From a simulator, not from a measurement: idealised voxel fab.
voxel self aligned contacts: a process module
Xsec cut, 290 nm wide, square cell size 5 nm.
Cross-section layout: square cells on a grid; listed as bands, top to bottom; a band spans one or more cell rows. Basically the band line says how high the top is and how high the bottom is, in nm, and then what's in it from left to right, every material with its width in nm. Empty space shows up as "blank", and if a single material carries "full width" it runs the full band edge to edge. Height 0 is the level under which the wafer as received is all one material. The lowest band goes on downwards, as in "0 and below". Per-row width for "30..40": begins at first number (top row of band), ends at second number (bottom row), increment between rows held constant. Where the words "no alterations made" appear for a step, the cross-section shows no cell changed by that step; every cell remained as before. So "Closed void table" is basically the list of trapped voids: any empty space of 8 cells or more that can't reach the top through an opening. They're written width x height at distance, the distance being from the left edge, and it's all nm. If you see something after the settings on a step's line, that's the simulator's own remark about that step. Regarding "overlay nm": on a step with a mask, it is the distance the mask lay to the right of its planned place; a negative value places it to the left.
**Planned process steps**
1. op RECEIVE | material Si
2. op CONFORMAL_DEP | material SiO2 | thk nm 5
3. op DIRECTIONAL_DEP | material polySi | thk nm 30
4. op DIRECTIONAL_DEP | material SiN | thk nm 20
5. op MASKED_ETCH | tone cover | mask id GATE | width nm 25 | pitch nm 60 | etch materials SiN | depth nm 20 | overlay nm 0
6. op MASKED_ETCH | tone cover | mask id GATE | width nm 25 | pitch nm 60 | etch materials polySi | depth nm 30 | overlay nm 0
7. op CONFORMAL_DEP | material SiN | thk nm 10
8. op DIRECTIONAL_ETCH | etch materials SiN | depth nm 10
9. op FILL_DEP | material SiO2 | thk nm 10
10. op CMP | height nm 60
11. op DIRECTIONAL_DEP | material aC | thk nm 15
12. op PATTERN | tone open | mask id CONTACT | material resist | width nm 45 | thk nm 35 | overlay nm 0
13. op DIRECTIONAL_ETCH | etch materials aC | depth nm 15
14. op STRIP | etch materials resist
15. op DIRECTIONAL_ETCH | etch materials SiO2 | depth nm 60
16. op STRIP | etch materials aC
17. op CONFORMAL_DEP | material TiN | thk nm 5
18. op FILL_DEP | material W | thk nm 5
19. op CMP | height nm 60
20. op CONFORMAL_DEP | material SiN | thk nm 5
**First of two wafers, with the run carried out as planned**
**Delivered wafer in cross-section: state after step 1**
  0 and below | Si full width
  Closed void table: none
**The following cross-section depicts the wafer upon completion of step 2**
  5 down to 0 | SiO2 full width
  For the remainder of the cross-section, below 0, there is no change.
**The following cross-section depicts the wafer upon completion of step 3**
  35 down to 5 | polySi full width
  For the remainder of the cross-section, below 5, there is no change.
**The following cross-section depicts the wafer upon completion of step 4**
  55 down to 35 | SiN full width
  For the remainder of the cross-section, below 35, there is no change.
**The following cross-section depicts the wafer upon completion of step 5**
  55 down to 35 | blank 100  SiN 25  blank 35  SiN 25  blank 105
  For the remainder of the cross-section, below 35, there is no change.
**The following cross-section depicts the wafer upon completion of step 6**
  55 down to 35 | blank 100  SiN 25  blank 35  SiN 25  blank 105
  35 down to 5 | blank 100  polySi 25  blank 35  polySi 25  blank 105
  For the remainder of the cross-section, below 5, there is no change.
**The following cross-section depicts the wafer upon completion of step 7**
  65 down to 35 | blank 90  SiN 45  blank 15  SiN 45  blank 95
  35 down to 15 | blank 90  SiN 10  polySi 25  SiN 10  blank 15  SiN 10  polySi 25  SiN 10  blank 95
  15 down to 5 | SiN 100  polySi 25  SiN 35  polySi 25  SiN 105
  For the remainder of the cross-section, below 5, there is no change.
**The following cross-section depicts the wafer upon completion of step 8**
  55 down to 35 | blank 90  SiN 45  blank 15  SiN 45  blank 95
  35 down to 5 | blank 90  SiN 10  polySi 25  SiN 10  blank 15  SiN 10  polySi 25  SiN 10  blank 95
  For the remainder of the cross-section, below 5, there is no change.
**The following cross-section depicts the wafer upon completion of step 9**
  65 down to 55 | SiO2 full width
  55 down to 35 | SiO2 90  SiN 45  SiO2 15  SiN 45  SiO2 95
  35 down to 5 | SiO2 90  SiN 10  polySi 25  SiN 10  SiO2 15  SiN 10  polySi 25  SiN 10  SiO2 95
  For the remainder of the cross-section, below 5, there is no change.
**The following cross-section depicts the wafer upon completion of step 10**
  60 down to 55 | SiO2 full width
  For the remainder of the cross-section, below 55, there is no change.
**The following cross-section depicts the wafer upon completion of step 11**
  75 down to 60 | aC full width
  For the remainder of the cross-section, below 60, there is no change.
**The following cross-section depicts the wafer upon completion of step 12**
  110 down to 75 | resist 120  blank 45  resist 125
  For the remainder of the cross-section, below 75, there is no change.
**The following cross-section depicts the wafer upon completion of step 13**
  95 down to 75 | resist 120  blank 45  resist 125
  75 down to 60 | aC 120  blank 45  aC 125
  For the remainder of the cross-section, below 60, there is no change.
**The following cross-section depicts the wafer upon completion of step 14**
  75 down to 60 | aC 120  blank 45  aC 125
  For the remainder of the cross-section, below 60, there is no change.
**The following cross-section depicts the wafer upon completion of step 15**
  75 down to 60 | aC 120  blank 45  aC 125
  60 down to 55 | SiO2 120  blank 45  SiO2 125
  55 down to 35 | SiO2 90  SiN 45  blank 15  SiN 45  SiO2 95
  35 down to 5 | SiO2 90  SiN 10  polySi 25  SiN 10  blank 15  SiN 10  polySi 25  SiN 10  SiO2 95
  5 down to 0 | SiO2 135  blank 15  SiO2 140
  For the remainder of the cross-section, below 0, there is no change.
**The following cross-section depicts the wafer upon completion of step 16**
  60 down to 55 | SiO2 120  blank 45  SiO2 125
  For the remainder of the cross-section, below 55, there is no change.
**The following cross-section depicts the wafer upon completion of step 17**
  65 down to 60 | TiN 125  blank 35  TiN 130
  60 down to 55 | SiO2 120  TiN 20  blank 5  TiN 20  SiO2 125
  55 down to 35 | SiO2 90  SiN 45  TiN 5  blank 5  TiN 5  SiN 45  SiO2 95
  35 down to 5 | SiO2 90  SiN 10  polySi 25  SiN 10  TiN 5  blank 5  TiN 5  SiN 10  polySi 25  SiN 10  SiO2 95
  5 down to 0 | SiO2 135  TiN 15  SiO2 140
  For the remainder of the cross-section, below 0, there is no change.
**The following cross-section depicts the wafer upon completion of step 18**
  70 down to 65 | W full width
  65 down to 60 | TiN 125  W 35  TiN 130
  60 down to 55 | SiO2 120  TiN 20  W 5  TiN 20  SiO2 125
  55 down to 35 | SiO2 90  SiN 45  TiN 5  W 5  TiN 5  SiN 45  SiO2 95
  35 down to 5 | SiO2 90  SiN 10  polySi 25  SiN 10  TiN 5  W 5  TiN 5  SiN 10  polySi 25  SiN 10  SiO2 95
  For the remainder of the cross-section, below 5, there is no change.
**The following cross-section depicts the wafer upon completion of step 19**
  60 down to 55 | SiO2 120  TiN 20  W 5  TiN 20  SiO2 125
  For the remainder of the cross-section, below 55, there is no change.
**The following cross-section depicts the wafer upon completion of step 20**
  65 down to 60 | SiN full width
  For the remainder of the cross-section, below 60, there is no change.
**The Second Wafer: Common Origin and Plan, One Mistake in Execution, Identical to the First Through Step 4**
**Second wafer: cross-section at the scheduled end of step 5**
  55 down to 35 | SiN 100  blank 25  SiN 35  blank 25  SiN 105
  For the remainder of the cross-section, below 35, there is no change.
Second wafer: cross-section at the scheduled end of step 6: no alterations made
**Second wafer: cross-section at the scheduled end of step 7**
  65 down to 45 | SiN 110  blank 5  SiN 55  blank 5  SiN 115
  45 down to 35 | SiN full width
  For the remainder of the cross-section, below 35, there is no change.
**Second wafer: cross-section at the scheduled end of step 8**
  55 down to 35 | SiN 110  blank 5  SiN 55  blank 5  SiN 115
  For the remainder of the cross-section, below 35, there is no change.
**Second wafer: cross-section at the scheduled end of step 9**
  65 down to 55 | SiO2 full width
  55 down to 35 | SiN 110  SiO2 5  SiN 55  SiO2 5  SiN 115
  For the remainder of the cross-section, below 35, there is no change.
**Second wafer: cross-section at the scheduled end of step 10**
  60 down to 55 | SiO2 full width
  For the remainder of the cross-section, below 55, there is no change.
**Second wafer: cross-section at the scheduled end of step 11**
  75 down to 60 | aC full width
  For the remainder of the cross-section, below 60, there is no change.
**Second wafer: cross-section at the scheduled end of step 12**
  110 down to 75 | resist 120  blank 45  resist 125
  For the remainder of the cross-section, below 75, there is no change.
**Second wafer: cross-section at the scheduled end of step 13**
  95 down to 75 | resist 120  blank 45  resist 125
  75 down to 60 | aC 120  blank 45  aC 125
  For the remainder of the cross-section, below 60, there is no change.
**Second wafer: cross-section at the scheduled end of step 14**
  75 down to 60 | aC 120  blank 45  aC 125
  For the remainder of the cross-section, below 60, there is no change.
**Second wafer: cross-section at the scheduled end of step 15**
  75 down to 60 | aC 120  blank 45  aC 125
  60 down to 55 | SiO2 120  blank 45  SiO2 125
  For the remainder of the cross-section, below 55, there is no change.
**Second wafer: cross-section at the scheduled end of step 16**
  60 down to 55 | SiO2 120  blank 45  SiO2 125
  For the remainder of the cross-section, below 55, there is no change.
**Second wafer: cross-section at the scheduled end of step 17**
  65 down to 60 | TiN 125  blank 35  TiN 130
  60 down to 55 | SiO2 120  TiN 45  SiO2 125
  For the remainder of the cross-section, below 55, there is no change.
**Second wafer: cross-section at the scheduled end of step 18**
  70 down to 65 | W full width
  65 down to 60 | TiN 125  W 35  TiN 130
  For the remainder of the cross-section, below 60, there is no change.
**Second wafer: cross-section at the scheduled end of step 19**
  60 down to 55 | SiO2 120  TiN 45  SiO2 125
  For the remainder of the cross-section, below 55, there is no change.
**Second wafer: cross-section at the scheduled end of step 20**
  65 down to 60 | SiN full width
  For the remainder of the cross-section, below 60, there is no change.
Short version of what went wrong: for step 5, the planned setting was not used; the step was instead run as op MASKED_ETCH | tone open | mask id GATE | width nm 25 | pitch nm 60 | etch materials SiN | depth nm 20 | overlay nm 0
End of process, cell counts, second wafer against first, materials with more or fewer: SiN +104 | SiO2 -359 | TiN -22 | W -11 | polySi +288
